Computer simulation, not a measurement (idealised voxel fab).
Herein follows the process module entitled voxel air gaps.
The cross-section shown here is cut; it is 230 nm wide and divided into square cells measuring 5 nm on a side.
Cross-sections here: square-cell grids, written as top-down lists of bands, a band being one or more rows of cells. This entry defines a band. It first specifies the height of the band's top and the height of its bottom in nm, and then specifies the band's materials from left to right, stating each material with its width in nm. The word "everywhere" identifies a single material that fills the band from edge to edge, while the word "air" identifies empty space. Ref level 0: as-received wafer is one material below here. Bottom band extends down with no lower bound ("0 nm and below"). The notation "30->40" denotes a width that varies across the rows of cells in the band, beginning at the first number in the top row, finishing at the second number in the bottom row, and changing by an identical amount from each row to the next. A step reported as "remained the same" is a step in which no cell of the cross-section changed. "Closed void register" means: voids of 8 cells or more that are shut off from the top with no open way through. Written width x height at distance, distance from the left edge, in nm. Step line, after settings: the simulator's comment on this step. Regarding "overlay nm": on a step with a mask, it is the distance the mask lay to the right of its planned place; a negative value places it to the left.
SO HERE'S THE LINEUP OF PROCESS STEPS WE PLANNED
1. RECEIVE | material Si
2. CONFORMAL_DEP | material SiO2 | thk nm 10
3. CONFORMAL_DEP | material SiN | thk nm 5
4. DIRECTIONAL_DEP | material lowk | thk nm 40
5. PATTERN | tone open | mask id LINES | material resist | width nm 20 | pitch nm 45 | thk nm 20 | overlay nm 0
6. DIRECTIONAL_ETCH | etch materials lowk | depth nm 40
7. STRIP | etch materials resist
8. CONFORMAL_DEP | material TiN | thk nm 5
9. FILL_DEP | material Ru | thk nm 5
10. CMP | height nm 55
11. EPI | material Ru | thk nm 10
12. SELECTIVE_ETCH | etch materials lowk | depth nm 50
13. CONFORMAL_DEP | material SiCN | thk nm 5
CROSS-SECTION OF THE INCOMING WAFER, STATE AFTER STEP 1
> 0 nm and below = Si everywhere
> Closed void register: none
WAFER CROSS-SECTION AT MODULE END: FIRST OF TWO, RUN TO PLAN
> 70 nm to 65 nm = 20 air; 185 SiCN; 25 air
> 65 nm to 55 nm = 20 air; 5 SiCN; 40 Ru; 5 SiCN; 40 Ru; 5 SiCN; 40 Ru; 5 SiCN; 40 Ru; 5 SiCN; 25 air
> 55 nm to 50 nm = 20 air; 15 SiCN; 5 TiN; 10 Ru; 5 TiN; 25 SiCN; 5 TiN; 10 Ru; 5 TiN; 25 SiCN; 5 TiN; 10 Ru; 5 TiN; 25 SiCN; 5 TiN; 10 Ru; 5 TiN; 15 SiCN; 25 air
> 50 nm to 20 nm = 30 air; 5 SiCN; 5 TiN; 10 Ru; 5 TiN; 5 SiCN; 15 air; 5 SiCN; 5 TiN; 10 Ru; 5 TiN; 5 SiCN; 15 air; 5 SiCN; 5 TiN; 10 Ru; 5 TiN; 5 SiCN; 15 air; 5 SiCN; 5 TiN; 10 Ru; 5 TiN; 5 SiCN; 35 air
> 20 nm to 15 nm = 35 SiCN; 20 TiN; 25 SiCN; 20 TiN; 25 SiCN; 20 TiN; 25 SiCN; 20 TiN; 40 SiCN
> 15 nm to 10 nm = SiN everywhere
> 10 nm to 0 nm = SiO2 everywhere
> 0 nm and below = Si everywhere
> Closed void register: 15 x 30 at 60; 15 x 30 at 105; 15 x 30 at 150
SO THIS IS WAFER NUMBER TWO OF THE TWO, CUT AT THE END OF THE MODULE - IT STARTED WHERE THE FIRST DID AND HAD THE SAME PLAN, WE JUST GOT ONE THING WRONG RUNNING IT
> 70 nm to 65 nm = SiCN everywhere
> 65 nm to 55 nm = Ru everywhere
> 55 nm to 20 nm = 30 Ru; 5 TiN; 20 lowk; 5 TiN; 15 Ru; 5 TiN; 20 lowk; 5 TiN; 15 Ru; 5 TiN; 20 lowk; 5 TiN; 15 Ru; 5 TiN; 20 lowk; 5 TiN; 35 Ru
> 20 nm to 15 nm = 35 TiN; 20 lowk; 25 TiN; 20 lowk; 25 TiN; 20 lowk; 25 TiN; 20 lowk; 40 TiN
> 15 nm to 10 nm = SiN everywhere
> 10 nm to 0 nm = SiO2 everywhere
> 0 nm and below = Si everywhere
> Closed void register: none
What was done differently from what was planned? planned and actual differ for step 5; actual: PATTERN | tone cover | mask id LINES | material resist | width nm 20 | pitch nm 45 | thk nm 20 | overlay nm 0
Final wafer comparison in cells, second versus first, more or fewer per material: Ru: 126 more, SiCN: 100 fewer, TiN: 14 more, lowk: 128 more
Heads up: the first wafer ends with 3 closed voids, the second with 0.
